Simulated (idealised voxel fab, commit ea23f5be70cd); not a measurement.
The process module presented herein is designated voxel ribs on slabs.
Shown is cross-section cut, with a width of 285 nm and square cells of size 5 nm.
How to read a cross-section here: the picture is a grid of square cells, written as bands going from the top down, and any band can span one or more rows of cells. Heads up on the band format: heights come first, top then bottom, in nm. After that it's the materials left to right, each with its width in nm. A single material flagged "everywhere" fills the whole band edge to edge, and "air" means there's empty space there. Below 0: as-received wafer, all one material; heights counted from there. Lowest band: no bottom, goes on down, written "from 0 down". With a width like "30 to 40", each row of cells in the band differs from the next by the same amount, the top row carrying the first number and the bottom row the second. You'll sometimes find "changes: none" written for a step, and that's the way of saying that nowhere in the cross-section did a cell change during that step. "closed voids" enumerates empty spaces isolated from the top, with no open way to it, that contain at least 8 cells, giving each as width x height at distance from the left edge, all three in nm. Past the settings on a step's line: simulator remark, on that step. "overlay nm", when on a step's line for a step with a mask, measures how far to the right of its planned place the mask lay; a negative measure means to the left.
[Intended process steps]
1) op RECEIVE | material Si
2) op DIRECTIONAL_DEP | material SiO2 | thk nm 20
3) op DIRECTIONAL_DEP | material polySi | thk nm 25
4) op DIRECTIONAL_DEP | material aC | thk nm 15
5) op PATTERN | tone cover | mask id RIB | material resist | width nm 20 | thk nm 35 | overlay nm 0
6) op DIRECTIONAL_ETCH | etch materials aC | depth nm 15
7) op STRIP | etch materials resist
8) op DIRECTIONAL_ETCH | etch materials polySi | depth nm 20
9) op STRIP | etch materials aC
10) op MASKED_ETCH | tone cover | mask id SLAB | width nm 60 | etch materials polySi | depth nm 5 | overlay nm 0
11) op FILL_DEP | material SiO2 | thk nm 25
12) op CMP | height nm 60
13) op DIRECTIONAL_DEP | material W | thk nm 10
14) op DIRECTIONAL_DEP | material aC | thk nm 15
15) op PATTERN | tone cover | mask id HEATER | material resist | width nm 30 | thk nm 35 | overlay nm 0
16) op DIRECTIONAL_ETCH | etch materials aC | depth nm 15
17) op STRIP | etch materials resist
18) op DIRECTIONAL_ETCH | etch materials W | depth nm 10
19) op STRIP | etch materials aC
20) op CONFORMAL_DEP | material SiO2 | thk nm 10
[So this is the incoming wafer in cross-section - it's already been through step 1]
  from 0 down | Si everywhere
  closed voids: none
[The first of the two wafers as seen in cross-section once the module was finished; processing followed the plan]
  from 80 to 70 | 115 nm air; 50 nm SiO2; 120 nm air
  from 70 to 60 | 125 nm SiO2; 30 nm W; 130 nm SiO2
  from 60 to 45 | SiO2 everywhere
  from 45 to 25 | 130 nm SiO2; 20 nm polySi; 135 nm SiO2
  from 25 to 20 | 110 nm SiO2; 60 nm polySi; 115 nm SiO2
  from 20 to 0 | SiO2 everywhere
  from 0 down | Si everywhere
  closed voids: none
[Second of two wafers, module complete, sectioned: it shares the first wafer's start and plan but was run with one mistake]
  from 80 to 70 | 135 nm SiO2; 10 nm air; 140 nm SiO2
  from 70 to 60 | 125 nm W; 30 nm SiO2; 130 nm W
  from 60 to 45 | SiO2 everywhere
  from 45 to 25 | 130 nm SiO2; 20 nm polySi; 135 nm SiO2
  from 25 to 20 | 110 nm SiO2; 60 nm polySi; 115 nm SiO2
  from 20 to 0 | SiO2 everywhere
  from 0 down | Si everywhere
  closed voids: none
Processing error: planned and actual differ for step 15; actual: op PATTERN | tone open | mask id HEATER | material resist | width nm 30 | thk nm 35 | overlay nm 0
It is noted that, at the conclusion of processing, the second wafer exhibits a higher or lower cell count for certain materials relative to the first: W +90
